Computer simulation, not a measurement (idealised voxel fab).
This section sets out a process module, namely voxel double patterning.
Displayed cross-section: cut, width of 245 nm, square cells sized 5 nm.
In what follows, cross-sections appear as grids of square cells, described through bands that run from the top down, where every band is one or more rows of cells.
Band: top height; bottom height; in nm. Then, left to right: material with width in nm, for each material. "throughout": a single material spanning edge to edge. "empty": empty space.
Basically, 0 is our baseline, since under it the wafer straight out of the box is all one material. The bottom band has no lower end and keeps on going down, so it looks like "0 -> down".
You'd read "30->40" like this: the band's top row of cells is as wide as the first number, its bottom row is as wide as the second, and going down, every row changes width by the same amount as the row before did.
"stayed the same" -> step changed no cross-section cell.
For the entry "Trapped cavities", the listed items are empty spaces with no open way to the top whose size is 8 cells or more; each item follows the pattern width x height at distance, where distance is from the left edge and all three are in nm.
Text after the settings on a step's line: the simulator's own remark on that step.
Among the settings permitted on a step's line is "overlay nm"; applied to a step with a mask, it specifies the extent to which the mask lay to the right of its planned position, whereas a negative figure signifies a position to the left.
# This section lists the process steps that were planned
- 1: RECEIVE: material Si
- 2: CONFORMAL_DEP: material SiN, thk nm 10
- 3: DIRECTIONAL_DEP: material SiO2, thk nm 15
- 4: DIRECTIONAL_DEP: material SiCN, thk nm 10
- 5: MASKED_ETCH: tone open, mask id FIRST, width nm 15, pitch nm 50, etch materials SiCN, depth nm 10, overlay nm -15
- 6: DIRECTIONAL_DEP: material aC, thk nm 10
- 7: PATTERN: tone open, mask id SECOND, material resist, width nm 15, pitch nm 50, thk nm 30, overlay nm 0
- 8: DIRECTIONAL_ETCH: etch materials aC, depth nm 10
- 9: STRIP: etch materials resist
- 10: DIRECTIONAL_ETCH: etch materials SiCN, depth nm 10
- 11: STRIP: etch materials aC
- 12: DIRECTIONAL_ETCH: etch materials SiO2, depth nm 15
- 13: STRIP: etch materials SiCN
Wafers differ in overlay nm at step 5; plan lists the first wafer's value; identical starting state.
# First wafer of several, as received: cross-section after step 1
* 0 -> down | Si throughout
* Trapped cavities: none
# Below, a row for every wafer. Read it as the end-of-module picture: for each material the wafer shows its cells gained (+) or lost (-) since it was received, and then its closed voids
overlay nm -15; +98 SiN; +108 SiO2; Trapped cavities: none
overlay nm -10; +98 SiN; +102 SiO2; Trapped cavities: none
overlay nm -5; +98 SiN; +102 SiO2; Trapped cavities: none
overlay nm 0; +98 SiN; +102 SiO2; Trapped cavities: none
overlay nm 5; +98 SiN; +102 SiO2; Trapped cavities: none
overlay nm 10; +98 SiN; +102 SiO2; Trapped cavities: none
overlay nm 15; +98 SiN; +108 SiO2; Trapped cavities: none
